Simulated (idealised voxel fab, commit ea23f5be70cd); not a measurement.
The following is a process module called voxel self aligned vias.
This is section cut - it's 270 nm across, gridded in 5 nm square cells.
Bands, listed from the top down, are how a cross-section gets written in this document; the cross-section itself is a grid of square cells, and a band is one or more rows of them. Band: top height; bottom height; in nm. Then, left to right: material with width in nm, for each material. "full width": a single material spanning edge to edge. "empty": empty space. Below 0: as-received wafer, all one material; heights counted from there. Lowest band: no bottom, goes on down, written "0 down". The notation "30..40" denotes a width that varies across the rows of cells in the band, beginning at the first number in the top row, finishing at the second number in the bottom row, and changing by an identical amount from each row to the next. "same as before" after a step means that no cell of the cross-section changed. "Enclosed cavities" - sealed voids, min. 8 cells, no opening to top; format: width x height at distance (distance from left edge; nm throughout). Post-settings text on a step line: simulator's own remark regarding the step. overlay nm: right-of-plan distance of the mask on a masked step; negative values mean left-of-plan.
## Steps in the process plan
step 1: op RECEIVE | material Si
step 2: op CONFORMAL_DEP | material SiO2 | thk nm 15
step 3: op CONFORMAL_DEP | material SiCN | thk nm 5
step 4: op DIRECTIONAL_DEP | material SiO2 | thk nm 30
step 5: op DIRECTIONAL_DEP | material aC | thk nm 10
step 6: op PATTERN | tone open | mask id LINES | material resist | width nm 30 | pitch nm 65 | thk nm 30 | overlay nm -15
step 7: op DIRECTIONAL_ETCH | etch materials aC | depth nm 10
step 8: op STRIP | etch materials resist
step 9: op DIRECTIONAL_ETCH | etch materials SiO2 | depth nm 30
step 10: op STRIP | etch materials aC
step 11: op CONFORMAL_DEP | material TiN | thk nm 5
step 12: op FILL_DEP | material W | thk nm 5
step 13: op CMP | height nm 50
step 14: op SELECTIVE_ETCH | etch materials W Ru TiN | depth nm 5
step 15: op FILL_DEP | material SiN | thk nm 5
step 16: op CMP | height nm 50
step 17: op DIRECTIONAL_DEP | material SiO2 | thk nm 15
step 18: op MASKED_ETCH | tone open | mask id VIAS | width nm 40 | pitch nm 65 | etch materials SiO2 | depth nm 15 | overlay nm 0
step 19: op MASKED_ETCH | tone open | mask id VIAS | width nm 40 | pitch nm 65 | etch materials SiN | depth nm 5 | overlay nm 0
step 20: op CONFORMAL_DEP | material TiN | thk nm 5
step 21: op FILL_DEP | material W | thk nm 5
step 22: op CMP | height nm 65
step 23: op CONFORMAL_DEP | material SiN | thk nm 5
The overlay nm used in step 6 is not the same on every wafer, whereas the starting condition is; the value printed in the plan is the first wafer's.
## Cross-section of the first of several wafers on receipt, reflecting completion of step 1
    0 down | Si full width
    Enclosed cavities: none
## Per wafer (row), end of module: delta in cells per material since receipt, (+) for gained, (-) for lost; closed voids after that
overlay nm -15 | +54 SiCN | +60 SiN | +468 SiO2 | +84 TiN | +90 W | Enclosed cavities: none
overlay nm -10 | +54 SiCN | +57 SiN | +468 SiO2 | +84 TiN | +93 W | Enclosed cavities: none
overlay nm -5 | +54 SiCN | +54 SiN | +468 SiO2 | +84 TiN | +96 W | Enclosed cavities: none
overlay nm 0 | +54 SiCN | +54 SiN | +468 SiO2 | +84 TiN | +96 W | Enclosed cavities: none
overlay nm 5 | +54 SiCN | +54 SiN | +468 SiO2 | +84 TiN | +96 W | Enclosed cavities: none
overlay nm 10 | +54 SiCN | +57 SiN | +468 SiO2 | +84 TiN | +93 W | Enclosed cavities: none
overlay nm 15 | +54 SiCN | +60 SiN | +468 SiO2 | +84 TiN | +90 W | Enclosed cavities: none
